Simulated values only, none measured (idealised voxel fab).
The process module that follows is named voxel transistor to metal.
This is section cut - it's 175 nm across, gridded in 5 nm square cells.
We lay out every cross-section as a grid of square cells and spell it out in bands from the top down, where one band means one or more rows of cells. Top height, bottom height, nm. Materials left to right, width each, nm. Single material + "throughout" = fills band edge to edge. "blank" = empty. Height datum 0, below which the as-received substrate wafer is one material. Lowest band open at the bottom, running downward: "0..down". Width spec "30->40" -> top row of cells at first value, bottom row at second value, equal per-row change in between. The designation "remained the same", where it is given for a processing step, indicates that no cell of the cross-section was altered in the course of that step. Enclosed voids (no open way to top), threshold 8 cells or more, entry "Sealed void inventory", notation width x height at distance, distance from left edge, nm. What comes after the settings on a step's line is commentary from the simulator itself on that step. overlay nm: right-of-plan distance of the mask on a masked step; negative values mean left-of-plan.
Steps planned for the process
1: RECEIVE [material Si]
2: OXIDIZE [depth nm 5]
3: CONFORMAL_DEP [material SiN] [thk nm 10]
4: DIRECTIONAL_DEP [material aC] [thk nm 10]
5: PATTERN [tone cover] [mask id ACTIVE] [material resist] [width nm 105] [thk nm 30] [overlay nm 0]
6: DIRECTIONAL_ETCH [etch materials aC] [depth nm 10]
7: STRIP [etch materials resist]
8: DIRECTIONAL_ETCH [etch materials SiN] [depth nm 10]
9: DIRECTIONAL_ETCH [etch materials SiO2] [depth nm 5]
10: DIRECTIONAL_ETCH [etch materials Si] [depth nm 25]
11: STRIP [etch materials aC]
12: FILL_DEP [material SiO2] [thk nm 15]
13: CMP [height nm 10]
14: SELECTIVE_ETCH [etch materials SiO2] [depth nm 5]
15: STRIP [etch materials SiN]
16: SELECTIVE_ETCH [etch materials SiO2] [depth nm 5]
17: OXIDIZE [depth nm 5]
18: DIRECTIONAL_DEP [material polySi] [thk nm 30]
19: DIRECTIONAL_DEP [material SiCN] [thk nm 15]
20: PATTERN [tone cover] [mask id GATE] [material resist] [width nm 15] [thk nm 20] [overlay nm 0]
21: DIRECTIONAL_ETCH [etch materials SiCN] [depth nm 25]
22: DIRECTIONAL_ETCH [etch materials polySi] [depth nm 40]
23: STRIP [etch materials resist]
24: CONFORMAL_DEP [material SiO2] [thk nm 5]
25: DIRECTIONAL_ETCH [etch materials SiO2] [depth nm 5]
26: CONFORMAL_DEP [material SiN] [thk nm 10]
27: DIRECTIONAL_ETCH [etch materials SiN] [depth nm 10]
28: DIRECTIONAL_ETCH [etch materials SiO2] [depth nm 5]
29: DIRECTIONAL_ETCH [etch materials Si] [depth nm 15]
30: EPI [material pSi] [thk nm 20]
31: FILL_DEP [material SiO2] [thk nm 5]
32: CMP [height nm 40]
33: DIRECTIONAL_DEP [material SiO2] [thk nm 15]
34: PATTERN [tone open] [mask id CONTACT] [material resist] [width nm 20] [pitch nm 65] [thk nm 20] [overlay nm 0]
35: DIRECTIONAL_ETCH [etch materials SiO2] [depth nm 45]
36: STRIP [etch materials resist]
37: CONFORMAL_DEP [material TiN] [thk nm 5]
38: FILL_DEP [material Ru] [thk nm 5]
39: CMP [height nm 55]
40: DIRECTIONAL_DEP [material TiN] [thk nm 5]
41: DIRECTIONAL_DEP [material Ru] [thk nm 25]
42: PATTERN [tone cover] [mask id METAL_1] [material resist] [width nm 20] [pitch nm 65] [thk nm 20] [overlay nm 0]
43: DIRECTIONAL_ETCH [etch materials Ru] [depth nm 25]
44: DIRECTIONAL_ETCH [etch materials TiN] [depth nm 5]
45: STRIP [etch materials resist]
46: FILL_DEP [material SiO2] [thk nm 5]
47: CMP [height nm 85]
48: CONFORMAL_DEP [material SiN] [thk nm 5]
The cross-section here shows the wafer as received, i.e. in its state after step 1
    0..down = Si throughout
    Sealed void inventory: none
Module complete - cross-section of the first of two wafers, run according to plan
    90..85 = SiN throughout
    85..60 = 45 nm SiO2; 20 nm Ru; 45 nm SiO2; 20 nm Ru; 45 nm SiO2
    60..55 = 45 nm SiO2; 20 nm TiN; 45 nm SiO2; 20 nm TiN; 45 nm SiO2
    55..40 = 45 nm SiO2; 5 nm TiN; 10 nm Ru; 5 nm TiN; 45 nm SiO2; 5 nm TiN; 10 nm Ru; 5 nm TiN; 45 nm SiO2
    40..25 = 45 nm SiO2; 5 nm TiN; 10 nm Ru; 5 nm TiN; 10 nm SiN; 5 nm SiO2; 15 nm SiCN; 5 nm SiO2; 10 nm SiN; 5 nm TiN; 10 nm Ru; 5 nm TiN; 45 nm SiO2
    25..15 = 45 nm SiO2; 5 nm TiN; 10 nm Ru; 5 nm TiN; 10 nm SiN; 5 nm SiO2; 15 nm polySi; 5 nm SiO2; 10 nm SiN; 5 nm TiN; 10 nm Ru; 5 nm TiN; 45 nm SiO2
    15..10 = 45 nm SiO2; 20 nm TiN; 10 nm SiN; 5 nm SiO2; 15 nm polySi; 5 nm SiO2; 10 nm SiN; 20 nm TiN; 45 nm SiO2
    10..0 = 35 nm SiO2; 30 nm pSi; 10 nm SiN; 5 nm SiO2; 15 nm polySi; 5 nm SiO2; 10 nm SiN; 30 nm pSi; 35 nm SiO2
    0..-5 = 35 nm SiO2; 10 nm SiN; 20 nm pSi; 10 nm SiN; 5 nm SiO2; 15 nm polySi; 5 nm SiO2; 10 nm SiN; 20 nm pSi; 10 nm SiN; 35 nm SiO2
    -5..-10 = 45 nm SiO2; 20 nm pSi; 45 nm SiO2; 20 nm pSi; 45 nm SiO2
    -10..-25 = 35 nm SiO2; 10 nm Si; 20 nm pSi; 45 nm Si; 20 nm pSi; 10 nm Si; 35 nm SiO2
    -25..-30 = 35 nm SiO2; 105 nm Si; 35 nm SiO2
    -30..down = Si throughout
    Sealed void inventory: none
End of module, second wafer, cross-section. Started like the first, planned like the first, run with one mistake
    90..85 = SiN throughout
    85..60 = 45 nm SiO2; 20 nm Ru; 45 nm SiO2; 20 nm Ru; 45 nm SiO2
    60..55 = 45 nm SiO2; 20 nm TiN; 45 nm SiO2; 20 nm TiN; 45 nm SiO2
    55..40 = 45 nm SiO2; 5 nm TiN; 10 nm Ru; 5 nm TiN; 45 nm SiO2; 5 nm TiN; 10 nm Ru; 5 nm TiN; 45 nm SiO2
    40..30 = 45 nm SiO2; 5 nm TiN; 10 nm Ru; 5 nm TiN; 10 nm SiN; 5 nm SiO2; 15 nm SiCN; 5 nm SiO2; 10 nm SiN; 5 nm TiN; 10 nm Ru; 5 nm TiN; 45 nm SiO2
    30..15 = 45 nm SiO2; 5 nm TiN; 10 nm Ru; 5 nm TiN; 10 nm SiN; 5 nm SiO2; 15 nm polySi; 5 nm SiO2; 10 nm SiN; 5 nm TiN; 10 nm Ru; 5 nm TiN; 45 nm SiO2
    15..10 = 45 nm SiO2; 20 nm TiN; 10 nm SiN; 5 nm SiO2; 15 nm polySi; 5 nm SiO2; 10 nm SiN; 20 nm TiN; 45 nm SiO2
    10..0 = 5 nm SiO2; 30 nm pSi; 30 nm SiO2; 10 nm SiN; 5 nm SiO2; 15 nm polySi; 5 nm SiO2; 10 nm SiN; 30 nm SiO2; 30 nm pSi; 5 nm SiO2
    0..-5 = 5 nm SiO2; 20 nm pSi; 10 nm SiN; 105 nm SiO2; 10 nm SiN; 20 nm pSi; 5 nm SiO2
    -5..-10 = 25 nm pSi; 125 nm SiO2; 25 nm pSi
    -10..-25 = 25 nm pSi; 10 nm Si; 105 nm SiO2; 10 nm Si; 25 nm pSi
    -25..-30 = 35 nm Si; 105 nm SiO2; 35 nm Si
    -30..down = Si throughout
    Sealed void inventory: none
Short version of what went wrong: in deviation from the planned setting, step 5 was conducted as PATTERN [tone open] [mask id ACTIVE] [material resist] [width nm 105] [thk nm 30] [overlay nm 0]
The second wafer ends with more or fewer cells of some materials than the first, per final count: 34 fewer of Si, 3 fewer of SiCN, 4 fewer of SiN, 33 more of SiO2, 8 more of pSi
